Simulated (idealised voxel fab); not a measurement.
Herein follows the process module entitled voxel local oxidation.
In the cross-section labelled cut, the width is 270 nm and each square cell is 5 nm.
The cross-sections in this document take the form of a grid made of square cells. They are written out as bands, in order from top to bottom. Each band consists of one or more rows of cells.
The band entry comprises the height of the band's top followed by the height of its bottom, expressed in nm, and subsequently the band's materials from left to right, each stated together with its width in nm. Where a single material is marked with the word "full width", that material fills the band from edge to edge. The word "blank" represents empty space.
Note: height 0 marks the level under which the wafer is uniformly one material as received. Lowest band unbounded below, written "0 down".
It should be noted that a width expressed as "30..40" varies in equal increments from row to row of cells within the band, taking the value of the first number at the top row and that of the second number at the bottom row.
Step marked "identical to before"? Then no cell in the cross-section changed in it.
"Sealed cavities" specifies each empty space that is not open to the top and that occupies no fewer than 8 cells, using the form width x height at distance, the distance measured from the left edge and all three quantities in nm.
The remark found on a step's line after its settings is issued by the simulator itself and pertains to that step.
Among the settings permitted on a step's line is "overlay nm"; applied to a step with a mask, it specifies the extent to which the mask lay to the right of its planned position, whereas a negative figure signifies a position to the left.
SO HERE'S THE LINEUP OF PROCESS STEPS WE PLANNED
1 RECEIVE with material Si
2 OXIDIZE with depth nm 5
3 CONFORMAL_DEP with material SiN, thk nm 10
4 PATTERN with tone cover, mask id ACTIVE, material resist, width nm 125, thk nm 20, overlay nm 0
5 DIRECTIONAL_ETCH with etch materials SiN, depth nm 10
6 STRIP with etch materials resist
7 SELECTIVE_ETCH with etch materials SiO2, depth nm 5
8 OXIDIZE with depth nm 15
9 STRIP with etch materials SiN
WAFER CROSS-SECTION ON RECEIPT, I.E. AFTER STEP 1
	0 down  Si full width
	Sealed cavities: none
POST-MODULE CROSS-SECTION OF THE FIRST OF TWO WAFERS (RUN PER PLAN)
	0 to -5  blank 75 nm, then SiO2 115 nm, then blank 80 nm
	-5 to -20  SiO2 90 nm, then Si 85 nm, then SiO2 95 nm
	-20 down  Si full width
	Sealed cavities: none
CROSS-SECTION, WAFER TWO OF TWO, END OF MODULE: SAME START AND PLAN AS WAFER ONE, ONE ERROR IN EXECUTION
	10 to 0  blank 70 nm, then SiN 125 nm, then blank 75 nm
	0 to -5  blank 75 nm, then SiO2 115 nm, then blank 80 nm
	-5 to -20  SiO2 90 nm, then Si 85 nm, then SiO2 95 nm
	-20 down  Si full width
	Sealed cavities: none
Finding, execution versus plan: not run: step 9 of the plan (skipped)
Wrapping up, a cell-based count of both wafers puts the second over or under the first for these materials: SiN: 50 more
